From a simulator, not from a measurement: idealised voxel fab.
process module | voxel air gaps
cross-section cut | 175 nm wide | cells 5 nm
A cross-section is a grid of square cells, given in bands from the top down. A band is one or more rows of cells.
Each band's line starts with the height of the band's top and of its bottom, in nm. Then come its materials from left to right, each with its width in nm. One material with "throughout" fills the band from edge to edge. "air" is empty space.
Height 0 is the level under which the wafer as received is all one material. The lowest band goes on downwards, as in "0 down".
A width such as "30 to 40" changes by the same amount from each row of cells to the next, from the band's top row to its bottom row.
"no change" after a step means that no cell of the cross-section changed.
closed voids: empty space of 8 cells or more with no open way to the top, each as width x height at its distance from the left edge, in nm
after a step's settings: what the simulator itself notes on the step
overlay nm, on a step with a mask: how far to the right of its planned place the mask lay; to the left if negative
plan
1 op RECEIVE | material Si
2 op CONFORMAL_DEP | material SiO2 | thk nm 15
3 op CONFORMAL_DEP | material SiCN | thk nm 5
4 op DIRECTIONAL_DEP | material lowk | thk nm 35
5 op DIRECTIONAL_DEP | material aC | thk nm 15
6 op PATTERN | tone open | mask id LINES | material resist | width nm 25 | pitch nm 50 | thk nm 30 | overlay nm 0
7 op DIRECTIONAL_ETCH | etch materials aC | depth nm 15
8 op STRIP | etch materials resist
9 op DIRECTIONAL_ETCH | etch materials lowk | depth nm 35
10 op STRIP | etch materials aC
11 op CONFORMAL_DEP | material TiN | thk nm 5
12 op FILL_DEP | material Cu | thk nm 5
13 op CMP | height nm 55
14 op EPI | material Ru | thk nm 10
15 op SELECTIVE_ETCH | etch materials lowk | depth nm 45
16 op CONFORMAL_DEP | material SiCN | thk nm 5
first wafer, as planned
as received, after step 1
  0 down: Si throughout
  closed voids: none
after step 2
  15 to 0: SiO2 throughout
  below 0: unchanged
after step 3
  20 to 15: SiCN throughout
  below 15: unchanged
after step 4
  55 to 20: lowk throughout
  below 20: unchanged
after step 5
  70 to 55: aC throughout
  below 55: unchanged
after step 6
  100 to 70: resist 25 | air 25 | resist 25 | air 25 | resist 25 | air 25 | resist 25
  below 70: unchanged
after step 7
  85 to 70: resist 25 | air 25 | resist 25 | air 25 | resist 25 | air 25 | resist 25
  70 to 55: aC 25 | air 25 | aC 25 | air 25 | aC 25 | air 25 | aC 25
  below 55: unchanged
after step 8
  70 to 55: aC 25 | air 25 | aC 25 | air 25 | aC 25 | air 25 | aC 25
  below 55: unchanged
after step 9
  70 to 55: aC 25 | air 25 | aC 25 | air 25 | aC 25 | air 25 | aC 25
  55 to 20: lowk 25 | air 25 | lowk 25 | air 25 | lowk 25 | air 25 | lowk 25
  below 20: unchanged
after step 10
  55 to 20: lowk 25 | air 25 | lowk 25 | air 25 | lowk 25 | air 25 | lowk 25
  below 20: unchanged
after step 11
  60 to 55: TiN 30 | air 15 | TiN 35 | air 15 | TiN 35 | air 15 | TiN 30
  55 to 25: lowk 25 | TiN 5 | air 15 | TiN 5 | lowk 25 | TiN 5 | air 15 | TiN 5 | lowk 25 | TiN 5 | air 15 | TiN 5 | lowk 25
  25 to 20: lowk 25 | TiN 25 | lowk 25 | TiN 25 | lowk 25 | TiN 25 | lowk 25
  below 20: unchanged
after step 12
  65 to 60: Cu throughout
  60 to 55: TiN 30 | Cu 15 | TiN 35 | Cu 15 | TiN 35 | Cu 15 | TiN 30
  55 to 25: lowk 25 | TiN 5 | Cu 15 | TiN 5 | lowk 25 | TiN 5 | Cu 15 | TiN 5 | lowk 25 | TiN 5 | Cu 15 | TiN 5 | lowk 25
  below 25: unchanged
after step 13
  55 to 25: lowk 25 | TiN 5 | Cu 15 | TiN 5 | lowk 25 | TiN 5 | Cu 15 | TiN 5 | lowk 25 | TiN 5 | Cu 15 | TiN 5 | lowk 25
  below 25: unchanged
after step 14
  65 to 55: air 15 | Ru 45 | air 5 | Ru 45 | air 5 | Ru 45 | air 15
  below 55: unchanged
after step 15
  65 to 55: air 15 | Ru 45 | air 5 | Ru 45 | air 5 | Ru 45 | air 15
  55 to 25: air 25 | TiN 5 | Cu 15 | TiN 5 | air 25 | TiN 5 | Cu 15 | TiN 5 | air 25 | TiN 5 | Cu 15 | TiN 5 | air 25
  25 to 20: air 25 | TiN 25 | air 25 | TiN 25 | air 25 | TiN 25 | air 25
  below 20: unchanged
after step 16
  70 to 65: air 10 | SiCN 155 | air 10
  65 to 55: air 10 | SiCN 5 | Ru 45 | SiCN 5 | Ru 45 | SiCN 5 | Ru 45 | SiCN 5 | air 10
  55 to 50: air 10 | SiCN 15 | TiN 5 | Cu 15 | TiN 5 | SiCN 25 | TiN 5 | Cu 15 | TiN 5 | SiCN 25 | TiN 5 | Cu 15 | TiN 5 | SiCN 15 | air 10
  50 to 25: air 20 | SiCN 5 | TiN 5 | Cu 15 | TiN 5 | SiCN 5 | air 15 | SiCN 5 | TiN 5 | Cu 15 | TiN 5 | SiCN 5 | air 15 | SiCN 5 | TiN 5 | Cu 15 | TiN 5 | SiCN 5 | air 20
  25 to 20: SiCN 25 | TiN 25 | SiCN 25 | TiN 25 | SiCN 25 | TiN 25 | SiCN 25
  below 20: unchanged
  closed voids: 15 x 25 at 55; 15 x 25 at 105
second wafer: like start, like plan, one mistake. Through step 5 it matches the first wafer
when step 6 should have ended
  100 to 70: resist 30 | air 25 | resist 25 | air 25 | resist 25 | air 25 | resist 20
  below 70: unchanged
when step 7 should have ended
  85 to 70: resist 30 | air 25 | resist 25 | air 25 | resist 25 | air 25 | resist 20
  70 to 55: aC 30 | air 25 | aC 25 | air 25 | aC 25 | air 25 | aC 20
  below 55: unchanged
when step 8 should have ended
  70 to 55: aC 30 | air 25 | aC 25 | air 25 | aC 25 | air 25 | aC 20
  below 55: unchanged
when step 9 should have ended
  70 to 55: aC 30 | air 25 | aC 25 | air 25 | aC 25 | air 25 | aC 20
  55 to 20: lowk 30 | air 25 | lowk 25 | air 25 | lowk 25 | air 25 | lowk 20
  below 20: unchanged
when step 10 should have ended
  55 to 20: lowk 30 | air 25 | lowk 25 | air 25 | lowk 25 | air 25 | lowk 20
  below 20: unchanged
when step 11 should have ended
  60 to 55: TiN 35 | air 15 | TiN 35 | air 15 | TiN 35 | air 15 | TiN 25
  55 to 25: lowk 30 | TiN 5 | air 15 | TiN 5 | lowk 25 | TiN 5 | air 15 | TiN 5 | lowk 25 | TiN 5 | air 15 | TiN 5 | lowk 20
  25 to 20: lowk 30 | TiN 25 | lowk 25 | TiN 25 | lowk 25 | TiN 25 | lowk 20
  below 20: unchanged
when step 12 should have ended
  65 to 60: Cu throughout
  60 to 55: TiN 35 | Cu 15 | TiN 35 | Cu 15 | TiN 35 | Cu 15 | TiN 25
  55 to 25: lowk 30 | TiN 5 | Cu 15 | TiN 5 | lowk 25 | TiN 5 | Cu 15 | TiN 5 | lowk 25 | TiN 5 | Cu 15 | TiN 5 | lowk 20
  below 25: unchanged
when step 13 should have ended
  55 to 25: lowk 30 | TiN 5 | Cu 15 | TiN 5 | lowk 25 | TiN 5 | Cu 15 | TiN 5 | lowk 25 | TiN 5 | Cu 15 | TiN 5 | lowk 20
  below 25: unchanged
when step 14 should have ended
  65 to 55: air 20 | Ru 45 | air 5 | Ru 45 | air 5 | Ru 45 | air 10
  below 55: unchanged
when step 15 should have ended
  65 to 55: air 20 | Ru 45 | air 5 | Ru 45 | air 5 | Ru 45 | air 10
  55 to 25: air 30 | TiN 5 | Cu 15 | TiN 5 | air 25 | TiN 5 | Cu 15 | TiN 5 | air 25 | TiN 5 | Cu 15 | TiN 5 | air 20
  25 to 20: air 30 | TiN 25 | air 25 | TiN 25 | air 25 | TiN 25 | air 20
  below 20: unchanged
when step 16 should have ended
  70 to 65: air 15 | SiCN 155 | air 5
  65 to 55: air 15 | SiCN 5 | Ru 45 | SiCN 5 | Ru 45 | SiCN 5 | Ru 45 | SiCN 5 | air 5
  55 to 50: air 15 | SiCN 15 | TiN 5 | Cu 15 | TiN 5 | SiCN 25 | TiN 5 | Cu 15 | TiN 5 | SiCN 25 | TiN 5 | Cu 15 | TiN 5 | SiCN 15 | air 5
  50 to 25: air 25 | SiCN 5 | TiN 5 | Cu 15 | TiN 5 | SiCN 5 | air 15 | SiCN 5 | TiN 5 | Cu 15 | TiN 5 | SiCN 5 | air 15 | SiCN 5 | TiN 5 | Cu 15 | TiN 5 | SiCN 5 | air 15
  25 to 20: SiCN 30 | TiN 25 | SiCN 25 | TiN 25 | SiCN 25 | TiN 25 | SiCN 20
  below 20: unchanged
  closed voids: 15 x 25 at 60; 15 x 25 at 110
what went wrong: step 6 ran as: op PATTERN | tone open | mask id LINES | material resist | width nm 25 | pitch nm 50 | thk nm 30 | overlay nm 5
at the end the second wafer has, in cells: as many of each material as the first, in other places
